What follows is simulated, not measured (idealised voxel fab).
voxel self aligned contacts: a process module
We display cut, a cross-section 160 nm in width whose square cells are each 5 nm.
Notation: cross-section as square-cell grid; stated in bands, top first, going down; one or more cell rows per band. Heights first: top, then bottom, in nm. Then materials, left to right, each with a width in nm. "edge to edge" on a single material: fills the band edge to edge. "air": empty space. Ref level 0: as-received wafer is one material below here. Bottom band extends down with no lower bound ("z 0 and below"). Think of "30 to 40" as a width that walks from the first number to the second as you go down the band, top row to bottom row, taking equal-sized steps from row to row. Given "no modifications" for a step, no cell of the cross-section differs between before and after that step. Listed in "Closed internal cavities": every empty space of 8 or more cells without an open way to the top. Form: width x height at distance, the distance being from the left edge, all in nm. On a step's line, text after the settings is the simulator commenting on that step. "overlay nm", when on a step's line for a step with a mask, measures how far to the right of its planned place the mask lay; a negative measure means to the left.

## Planned process steps
1 RECEIVE with material Si
2 CONFORMAL_DEP with material SiO2, thk nm 5
3 DIRECTIONAL_DEP with material polySi, thk nm 20
4 DIRECTIONAL_DEP with material SiN, thk nm 25
5 MASKED_ETCH with tone cover, mask id GATE, width nm 25, pitch nm 60, etch materials SiN, depth nm 25, overlay nm 0
6 MASKED_ETCH with tone cover, mask id GATE, width nm 25, pitch nm 60, etch materials polySi, depth nm 20, overlay nm 0
7 CONFORMAL_DEP with material SiN, thk nm 10
8 DIRECTIONAL_ETCH with etch materials SiN, depth nm 10
9 FILL_DEP with material SiO2, thk nm 20
10 CMP with height nm 60
11 MASKED_ETCH with tone open, mask id CONTACT, width nm 45, etch materials SiO2, depth nm 60, overlay nm 0
12 CONFORMAL_DEP with material TiN, thk nm 5
13 FILL_DEP with material Ru, thk nm 10
14 CMP with height nm 60
15 CONFORMAL_DEP with material SiCN, thk nm 5

## The first wafer of two, processed as planned

## Cross-section of the wafer as it came to us, i.e., already through step 1
> z 0 and below = Si edge to edge
> Closed internal cavities: none

## The following cross-section depicts the wafer upon completion of step 2
> z 5 to 0 = SiO2 edge to edge
> Below 0, no change.

## The following cross-section depicts the wafer upon completion of step 3
> z 25 to 5 = polySi edge to edge
> Below 5, no change.

## The following cross-section depicts the wafer upon completion of step 4
> z 50 to 25 = SiN edge to edge
> Below 25, no change.

## The following cross-section depicts the wafer upon completion of step 5
> z 50 to 25 = air=35 | SiN=25 | air=35 | SiN=25 | air=40
> Below 25, no change.

## The following cross-section depicts the wafer upon completion of step 6
> z 50 to 25 = air=35 | SiN=25 | air=35 | SiN=25 | air=40
> z 25 to 5 = air=35 | polySi=25 | air=35 | polySi=25 | air=40
> Below 5, no change.

## The following cross-section depicts the wafer upon completion of step 7
> z 60 to 25 = air=25 | SiN=45 | air=15 | SiN=45 | air=30
> z 25 to 15 = air=25 | SiN=10 | polySi=25 | SiN=10 | air=15 | SiN=10 | polySi=25 | SiN=10 | air=30
> z 15 to 5 = SiN=35 | polySi=25 | SiN=35 | polySi=25 | SiN=40
> Below 5, no change.

## The following cross-section depicts the wafer upon completion of step 8
> z 50 to 25 = air=25 | SiN=45 | air=15 | SiN=45 | air=30
> z 25 to 5 = air=25 | SiN=10 | polySi=25 | SiN=10 | air=15 | SiN=10 | polySi=25 | SiN=10 | air=30
> Below 5, no change.

## The following cross-section depicts the wafer upon completion of step 9
> z 70 to 50 = SiO2 edge to edge
> z 50 to 25 = SiO2=25 | SiN=45 | SiO2=15 | SiN=45 | SiO2=30
> z 25 to 5 = SiO2=25 | SiN=10 | polySi=25 | SiN=10 | SiO2=15 | SiN=10 | polySi=25 | SiN=10 | SiO2=30
> Below 5, no change.

## The following cross-section depicts the wafer upon completion of step 10
> z 60 to 50 = SiO2 edge to edge
> Below 50, no change.

## The following cross-section depicts the wafer upon completion of step 11
> z 60 to 50 = SiO2=55 | air=45 | SiO2=60
> z 50 to 25 = SiO2=25 | SiN=45 | air=15 | SiN=45 | SiO2=30
> z 25 to 5 = SiO2=25 | SiN=10 | polySi=25 | SiN=10 | air=15 | SiN=10 | polySi=25 | SiN=10 | SiO2=30
> z 5 to 0 = SiO2=70 | air=15 | SiO2=75
> Below 0, no change.

## The following cross-section depicts the wafer upon completion of step 12
> z 65 to 60 = TiN=60 | air=35 | TiN=65
> z 60 to 50 = SiO2=55 | TiN=5 to 20 | air=35 to 5 | TiN=5 to 20 | SiO2=60
> z 50 to 25 = SiO2=25 | SiN=45 | TiN=5 | air=5 | TiN=5 | SiN=45 | SiO2=30
> z 25 to 5 = SiO2=25 | SiN=10 | polySi=25 | SiN=10 | TiN=5 | air=5 | TiN=5 | SiN=10 | polySi=25 | SiN=10 | SiO2=30
> z 5 to 0 = SiO2=70 | TiN=15 | SiO2=75
> Below 0, no change.

## The following cross-section depicts the wafer upon completion of step 13
> z 75 to 65 = Ru edge to edge
> z 65 to 60 = TiN=60 | Ru=35 | TiN=65
> z 60 to 50 = SiO2=55 | TiN=5 to 20 | Ru=35 to 5 | TiN=5 to 20 | SiO2=60
> z 50 to 25 = SiO2=25 | SiN=45 | TiN=5 | Ru=5 | TiN=5 | SiN=45 | SiO2=30
> z 25 to 5 = SiO2=25 | SiN=10 | polySi=25 | SiN=10 | TiN=5 | Ru=5 | TiN=5 | SiN=10 | polySi=25 | SiN=10 | SiO2=30
> Below 5, no change.

## The following cross-section depicts the wafer upon completion of step 14
> z 60 to 50 = SiO2=55 | TiN=5 to 20 | Ru=35 to 5 | TiN=5 to 20 | SiO2=60
> Below 50, no change.

## The following cross-section depicts the wafer upon completion of step 15
> z 65 to 60 = SiCN edge to edge
> Below 60, no change.

## Wafer two of two - same starting point, same process plan, one mistake in execution; matches wafer one up to and including step 3

## Look at the second wafer in cross-section at the time step 4 ought to have finished
> z 50 to 25 = SiCN edge to edge
> Below 25, no change.

Look at the second wafer in cross-section at the time step 5 ought to have finished: no modifications

Look at the second wafer in cross-section at the time step 6 ought to have finished: no modifications

## Look at the second wafer in cross-section at the time step 7 ought to have finished
> z 60 to 50 = SiN edge to edge
> Below 50, no change.

## Look at the second wafer in cross-section at the time step 8 ought to have finished
> z 50 to 25 = SiCN edge to edge
> Below 25, no change.

## Look at the second wafer in cross-section at the time step 9 ought to have finished
> z 70 to 50 = SiO2 edge to edge
> Below 50, no change.

## Look at the second wafer in cross-section at the time step 10 ought to have finished
> z 60 to 50 = SiO2 edge to edge
> Below 50, no change.

## Look at the second wafer in cross-section at the time step 11 ought to have finished
> z 60 to 50 = SiO2=55 | air=45 | SiO2=60
> Below 50, no change.

## Look at the second wafer in cross-section at the time step 12 ought to have finished
> z 65 to 60 = TiN=60 | air=35 | TiN=65
> z 60 to 55 = SiO2=55 | TiN=5 | air=35 | TiN=5 | SiO2=60
> z 55 to 50 = SiO2=55 | TiN=45 | SiO2=60
> Below 50, no change.

## Look at the second wafer in cross-section at the time step 13 ought to have finished
> z 75 to 65 = Ru edge to edge
> z 65 to 60 = TiN=60 | Ru=35 | TiN=65
> z 60 to 55 = SiO2=55 | TiN=5 | Ru=35 | TiN=5 | SiO2=60
> Below 55, no change.

## Look at the second wafer in cross-section at the time step 14 ought to have finished
> z 60 to 55 = SiO2=55 | TiN=5 | Ru=35 | TiN=5 | SiO2=60
> Below 55, no change.

## Look at the second wafer in cross-section at the time step 15 ought to have finished
> z 65 to 60 = SiCN edge to edge
> Below 60, no change.
What was done differently from what was planned? rather than as planned, step 4 actually ran as DIRECTIONAL_DEP with material SiCN, thk nm 25
at the end the second wafer has, in cells: Ru: 10 fewer | SiCN: 160 more | SiN: 122 fewer | SiO2: 96 fewer | TiN: 20 fewer | polySi: 88 more
